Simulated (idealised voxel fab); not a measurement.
process module | voxel capacitor over wiring
cross-section cut | 225 nm wide | cells 5 nm
A cross-section is a grid of square cells, given in bands from the top down. A band is one or more rows of cells.
Each band's line starts with the height of the band's top and of its bottom, in nm. Then come its materials from left to right, each with its width in nm. One material with "throughout" fills the band from edge to edge. "air" is empty space.
Height 0 is the level under which the wafer as received is all one material. The lowest band goes on downwards, as in "0 down".
A width such as "30 to 40" changes by the same amount from each row of cells to the next, from the band's top row to its bottom row.
"no change" after a step means that no cell of the cross-section changed.
closed voids: empty space of 8 cells or more with no open way to the top, each as width x height at its distance from the left edge, in nm
after a step's settings: what the simulator itself notes on the step
overlay nm, on a step with a mask: how far to the right of its planned place the mask lay; to the left if negative
plan
1 op RECEIVE | material Si
2 op CONFORMAL_DEP | material SiO2 | thk nm 15
3 op CONFORMAL_DEP | material SiCN | thk nm 5
4 op DIRECTIONAL_DEP | material SiO2 | thk nm 20
5 op MASKED_ETCH | tone open | mask id METAL_1 | width nm 30 | pitch nm 90 | etch materials SiO2 | depth nm 20 | overlay nm 0
6 op MASKED_ETCH | tone open | mask id METAL_1 | width nm 30 | pitch nm 90 | etch materials SiCN | depth nm 5 | overlay nm 0
7 op CONFORMAL_DEP | material TiN | thk nm 5
8 op FILL_DEP | material Cu | thk nm 10
9 op CMP | height nm 40
10 op CONFORMAL_DEP | material SiCN | thk nm 5
11 op DIRECTIONAL_DEP | material lowk | thk nm 15
12 op DIRECTIONAL_DEP | material aC | thk nm 10
13 op PATTERN | tone open | mask id PLUG_1 | material resist | width nm 15 | thk nm 30 | overlay nm 0
14 op DIRECTIONAL_ETCH | etch materials aC | depth nm 10
15 op STRIP | etch materials resist
16 op DIRECTIONAL_ETCH | etch materials lowk | depth nm 15
17 op DIRECTIONAL_ETCH | etch materials SiCN | depth nm 5
18 op STRIP | etch materials aC
19 op CONFORMAL_DEP | material TiN | thk nm 5
20 op FILL_DEP | material Ru | thk nm 5
21 op CMP | height nm 60
22 op DIRECTIONAL_DEP | material TiN | thk nm 5
23 op DIRECTIONAL_DEP | material SiN | thk nm 5
24 op DIRECTIONAL_DEP | material TiN | thk nm 5
25 op DIRECTIONAL_DEP | material aC | thk nm 10
26 op PATTERN | tone cover | mask id UPPER_PLATE | material resist | width nm 65 | thk nm 25 | overlay nm 0
27 op DIRECTIONAL_ETCH | etch materials aC | depth nm 10
28 op STRIP | etch materials resist
29 op DIRECTIONAL_ETCH | etch materials TiN | depth nm 5
30 op DIRECTIONAL_ETCH | etch materials SiN | depth nm 5
31 op STRIP | etch materials aC
32 op MASKED_ETCH | tone cover | mask id LOWER_PLATE | width nm 75 | etch materials TiN | depth nm 5 | overlay nm 0
33 op FILL_DEP | material SiO2 | thk nm 20
34 op CMP | height nm 90
35 op PATTERN | tone open | mask id PLUG_2 | material resist | width nm 15 | thk nm 20 | overlay nm 0
36 op DIRECTIONAL_ETCH | etch materials SiO2 | depth nm 15
37 op STRIP | etch materials resist
38 op CONFORMAL_DEP | material TiN | thk nm 5
39 op FILL_DEP | material Ru | thk nm 5
40 op CMP | height nm 90
41 op CONFORMAL_DEP | material SiCN | thk nm 5
as received, after step 1
  0 down: Si throughout
  closed voids: none
first wafer at the end, as planned
  95 to 90: SiCN throughout
  90 to 80: SiO2 75 | TiN 5 | Ru 5 | TiN 5 | SiO2 135
  80 to 70: SiO2 75 to 65 | TiN 15 to 65 | SiO2 135 to 95
  70 to 65: SiO2 65 | SiN 65 | SiO2 95
  65 to 60: SiO2 60 | TiN 75 | SiO2 90
  60 to 45: lowk 65 | TiN 5 | Ru 5 | TiN 5 | lowk 145
  45 to 40: SiCN 65 | TiN 15 | SiCN 145
  40 to 20: SiO2 50 | TiN 5 | Cu 20 | TiN 5 | SiO2 60 | TiN 5 | Cu 20 | TiN 5 | SiO2 55
  20 to 15: SiCN 50 | TiN 30 | SiCN 60 | TiN 30 | SiCN 55
  15 to 0: SiO2 throughout
  0 down: Si throughout
  closed voids: none
second wafer at the end: like start, like plan, one mistake
  95 to 90: SiCN throughout
  90 to 80: SiO2 75 to 65 | TiN 15 to 65 | SiO2 135 to 95
  80 to 75: SiO2 60 | TiN 75 | SiO2 90
  75 to 70: TiN throughout
  70 to 65: SiN throughout
  65 to 60: TiN throughout
  60 to 45: lowk 65 | TiN 5 | Ru 5 | TiN 5 | lowk 145
  45 to 40: SiCN 65 | TiN 15 | SiCN 145
  40 to 20: SiO2 50 | TiN 5 | Cu 20 | TiN 5 | SiO2 60 | TiN 5 | Cu 20 | TiN 5 | SiO2 55
  20 to 15: SiCN 50 | TiN 30 | SiCN 60 | TiN 30 | SiCN 55
  15 to 0: SiO2 throughout
  0 down: Si throughout
  closed voids: none
what went wrong: step 24 ran as: op DIRECTIONAL_DEP | material TiN | thk nm 15
at the end the second wafer has, in cells: 2 fewer of Ru | 32 more of SiN | 116 fewer of SiO2 | 86 more of TiN
